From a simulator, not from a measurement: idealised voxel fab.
This section sets out a process module, namely voxel gate over fins.
160 nm wide, 5 nm square cells: that's cross-section cut.
Notation: cross-section as square-cell grid; stated in bands, top first, going down; one or more cell rows per band.
What a band's entry tells you: where the top is and where the bottom is, as heights in nm, and after that what lies inside, material by material from left to right, each with its width in nm. Empty space is written as the word "empty", and a single material marked with the word "everywhere" occupies the band from edge to edge.
All heights in this document are referenced to 0, defined as the level beneath which the wafer, as received, consists entirely of one material. The lowest band is not bounded below; it extends indefinitely downward and is written in the form "0 -> down".
A width given as "30..40" starts at the first number in the band's top row and ends at the second number in its bottom row, shifting by an equal amount at every step from row to row.
Where a step carries "no modifications", the cross-section came out of it unchanged, cell for cell.
"Closed internal cavities" contains a list of empty spaces, each no smaller than 8 cells and without an open way to the top, written in the form width x height at distance with the distance from the left edge and all three in nm.
Heads up: the bit after the settings on a step's line is the simulator's remark on that step.
The line of a step may include "overlay nm". On a step with a mask, this value is how far to the right of its planned place the mask lay. A negative value means the mask lay to the left.
### The steps planned for the process are as follows
1: RECEIVE,material Si
2: CONFORMAL_DEP,material SiN,thk nm 10
3: MASKED_ETCH,tone cover,mask id FINS,width nm 15,pitch nm 60,etch materials SiN,depth nm 10,overlay nm 0
4: MASKED_ETCH,tone cover,mask id FINS,width nm 15,pitch nm 60,etch materials Si,depth nm 35,overlay nm 0
5: OXIDIZE,depth nm 5
6: FILL_DEP,material SiO2,thk nm 15
7: CMP,height nm 10
8: MASKED_ETCH,tone open,mask id RAIL,width nm 15,etch materials SiO2,depth nm 40,overlay nm 0
9: CONFORMAL_DEP,material TiN,thk nm 5
10: FILL_DEP,material Ru,thk nm 5
11: CMP,height nm 10
12: SELECTIVE_ETCH,etch materials W Ru TiN,depth nm 25
13: FILL_DEP,material SiO2,thk nm 5
14: CMP,height nm 10
15: SELECTIVE_ETCH,etch materials SiO2,depth nm 20
16: STRIP,etch materials SiN
17: CONFORMAL_DEP,material HfO2,thk nm 5
18: CONFORMAL_DEP,material TiN,thk nm 5
19: CONFORMAL_DEP,material TiAl,thk nm 5
20: CONFORMAL_DEP,material TiN,thk nm 5
21: FILL_DEP,material W,thk nm 10
22: CMP,height nm 25
23: CONFORMAL_DEP,material SiN,thk nm 10
### Incoming wafer in cross-section (state: after step 1)
0 -> down | Si everywhere
Closed internal cavities: none
### Cross-section: first of two wafers, module finished, run according to plan
35 -> 25 | SiN everywhere
25 -> 20 | W everywhere
20 -> 15 | W 25 nm, then TiN 45 nm, then W 15 nm, then TiN 45 nm, then W 30 nm
15 -> 10 | W 25 nm, then TiN 5 nm, then TiAl 35 nm, then TiN 5 nm, then W 15 nm, then TiN 5 nm, then TiAl 35 nm, then TiN 5 nm, then W 30 nm
10 -> 5 | TiN 30 nm, then TiAl 5 nm, then TiN 25 nm, then TiAl 5 nm, then TiN 25 nm, then TiAl 5 nm, then TiN 25 nm, then TiAl 5 nm, then TiN 35 nm
5 -> 0 | TiAl 35 nm, then TiN 5 nm, then HfO2 15 nm, then TiN 5 nm, then TiAl 35 nm, then TiN 5 nm, then HfO2 15 nm, then TiN 5 nm, then TiAl 40 nm
0 -> -5 | TiN 40 nm, then HfO2 5 nm, then Si 5 nm, then HfO2 5 nm, then TiN 45 nm, then HfO2 5 nm, then Si 5 nm, then HfO2 5 nm, then TiN 45 nm
-5 -> -10 | HfO2 45 nm, then Si 5 nm, then HfO2 55 nm, then Si 5 nm, then HfO2 50 nm
-10 -> -15 | SiO2 45 nm, then Si 5 nm, then SiO2 55 nm, then Si 5 nm, then SiO2 50 nm
-15 -> -25 | SiO2 45 nm, then Si 5 nm, then SiO2 20 nm, then TiN 5 nm, then Ru 5 nm, then TiN 5 nm, then SiO2 20 nm, then Si 5 nm, then SiO2 50 nm
-25 -> -30 | SiO2 45 nm, then Si 5 nm, then SiO2 20 nm, then TiN 15 nm, then SiO2 20 nm, then Si 5 nm, then SiO2 50 nm
-30 -> -40 | SiO2 45 nm, then Si 5 nm, then SiO2 55 nm, then Si 5 nm, then SiO2 50 nm
-40 -> down | Si everywhere
Closed internal cavities: none
### Second wafer cross-section at end of module - shared start and plan with the first, one mistake in the run
35 -> 25 | SiN everywhere
25 -> 20 | W everywhere
20 -> 10 | W 25 nm, then TiN 45 nm, then W 15 nm, then TiN 45 nm, then W 30 nm
10 -> 5 | TiN 35 nm, then TiAl 25 nm, then TiN 35 nm, then TiAl 25 nm, then TiN 40 nm
5 -> 0 | TiN 35 nm, then TiAl 5 nm, then HfO2 15 nm, then TiAl 5 nm, then TiN 35 nm, then TiAl 5 nm, then HfO2 15 nm, then TiAl 5 nm, then TiN 40 nm
0 -> -5 | TiAl 40 nm, then HfO2 5 nm, then Si 5 nm, then HfO2 5 nm, then TiAl 45 nm, then HfO2 5 nm, then Si 5 nm, then HfO2 5 nm, then TiAl 45 nm
-5 -> -10 | HfO2 45 nm, then Si 5 nm, then HfO2 55 nm, then Si 5 nm, then HfO2 50 nm
-10 -> -15 | SiO2 45 nm, then Si 5 nm, then SiO2 55 nm, then Si 5 nm, then SiO2 50 nm
-15 -> -25 | SiO2 45 nm, then Si 5 nm, then SiO2 20 nm, then TiN 5 nm, then Ru 5 nm, then TiN 5 nm, then SiO2 20 nm, then Si 5 nm, then SiO2 50 nm
-25 -> -30 | SiO2 45 nm, then Si 5 nm, then SiO2 20 nm, then TiN 15 nm, then SiO2 20 nm, then Si 5 nm, then SiO2 50 nm
-30 -> -40 | SiO2 45 nm, then Si 5 nm, then SiO2 55 nm, then Si 5 nm, then SiO2 50 nm
-40 -> down | Si everywhere
Closed internal cavities: none
Error vs. plan: steps 18 and 19: order swapped relative to plan
The concluding comparison shows that, measured in cells, each material is equally abundant on both wafers, albeit at different positions.
